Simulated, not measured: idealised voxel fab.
You're looking at the process module voxel self aligned vias.
The cross-section on display is named cut; it measures 175 nm wide, and its cells are 5 nm squares.
Heads up, the way a cross-section reads in here is a grid of square cells, handed over as bands from the top down, with every band being one or more rows of cells. Top, bottom (nm), then materials left to right with widths (nm); lone material tagged "all across" fills the whole band edge to edge; "empty" = empty space. Height datum 0, below which the as-received substrate wafer is one material. Lowest band open at the bottom, running downward: "0..down". The notation "30..40" denotes a width that varies across the rows of cells in the band, beginning at the first number in the top row, finishing at the second number in the bottom row, and changing by an identical amount from each row to the next. What does "nothing got changed" mean for a step? It means no cell of the cross-section changed in that step. This entry, "Closed-off voids", enumerates those empty regions of no fewer than 8 cells that possess no open connection to the top. Each region is reported in the form width x height at distance, the distance being taken from the left edge, with all three quantities expressed in nm. Post-settings text on a step line: simulator's own remark regarding the step. overlay nm: mask right of planned place by this much (step with mask). Neg. = left.
-- Intended process steps
step 1: RECEIVE,material Si
step 2: CONFORMAL_DEP,material SiO2,thk nm 15
step 3: CONFORMAL_DEP,material SiCN,thk nm 5
step 4: DIRECTIONAL_DEP,material SiO2,thk nm 20
step 5: DIRECTIONAL_DEP,material aC,thk nm 15
step 6: PATTERN,tone open,mask id LINES,material resist,width nm 30,pitch nm 70,thk nm 35,overlay nm 0
step 7: DIRECTIONAL_ETCH,etch materials aC,depth nm 15
step 8: STRIP,etch materials resist
step 9: DIRECTIONAL_ETCH,etch materials SiO2,depth nm 20
step 10: STRIP,etch materials aC
step 11: CONFORMAL_DEP,material TiN,thk nm 5
step 12: FILL_DEP,material Ru,thk nm 10
step 13: CMP,height nm 40
step 14: SELECTIVE_ETCH,etch materials W Ru TiN,depth nm 10
step 15: FILL_DEP,material SiN,thk nm 5
step 16: CMP,height nm 40
step 17: DIRECTIONAL_DEP,material SiO2,thk nm 15
step 18: DIRECTIONAL_DEP,material aC,thk nm 10
step 19: PATTERN,tone open,mask id VIAS,material resist,width nm 50,thk nm 30,overlay nm 0
step 20: DIRECTIONAL_ETCH,etch materials aC,depth nm 10
step 21: STRIP,etch materials resist
step 22: DIRECTIONAL_ETCH,etch materials SiO2,depth nm 15
step 23: DIRECTIONAL_ETCH,etch materials SiN,depth nm 10
step 24: STRIP,etch materials aC
step 25: CONFORMAL_DEP,material TiN,thk nm 5
step 26: FILL_DEP,material W,thk nm 10
step 27: CMP,height nm 55
step 28: CONFORMAL_DEP,material SiN,thk nm 5
-- Cross-section of the wafer upon arrival, representing the state reached after step 1
  0..down  Si all across
  Closed-off voids: none
-- Here's the cross-section of the first of our two wafers at the end of the module - it ran as planned
  60..55  SiN all across
  55..45  SiO2=25  TiN=5  W=40  TiN=5  SiO2=100
  45..40  SiO2=25  TiN=15  W=20  TiN=15  SiO2=100
  40..35  SiO2=35  TiN=5  W=20  TiN=5  SiO2=40  SiN=30  SiO2=40
  35..30  SiO2=35  TiN=30  SiO2=40  SiN=30  SiO2=40
  30..25  SiO2=35  TiN=5  Ru=20  TiN=5  SiO2=40  TiN=5  Ru=20  TiN=5  SiO2=40
  25..20  SiO2=35  TiN=30  SiO2=40  TiN=30  SiO2=40
  20..15  SiCN all across
  15..0  SiO2 all across
  0..down  Si all across
  Closed-off voids: none
-- Cross-section, wafer two of two, end of module: same start and plan as wafer one, one error in execution
  60..55  SiN all across
  55..45  SiO2=25  TiN=5  W=40  TiN=5  SiO2=100
  45..40  SiO2=25  TiN=15  W=20  TiN=15  SiO2=100
  40..35  SiO2=35  TiN=30  SiO2=40  SiN=30  SiO2=40
  35..30  SiO2=35  SiN=30  SiO2=40  SiN=30  SiO2=40
  30..25  SiO2=35  TiN=5  Ru=20  TiN=5  SiO2=40  TiN=5  Ru=20  TiN=5  SiO2=40
  25..20  SiO2=35  TiN=30  SiO2=40  TiN=30  SiO2=40
  20..15  SiCN all across
  15..0  SiO2 all across
  0..down  Si all across
  Closed-off voids: none
Deviation noted in wafer processing: step 23 did not use the planned setting and instead ran as DIRECTIONAL_ETCH,etch materials SiN,depth nm 5
Final wafer comparison in cells, second versus first, more or fewer per material: +6 SiN, -2 TiN, -4 W
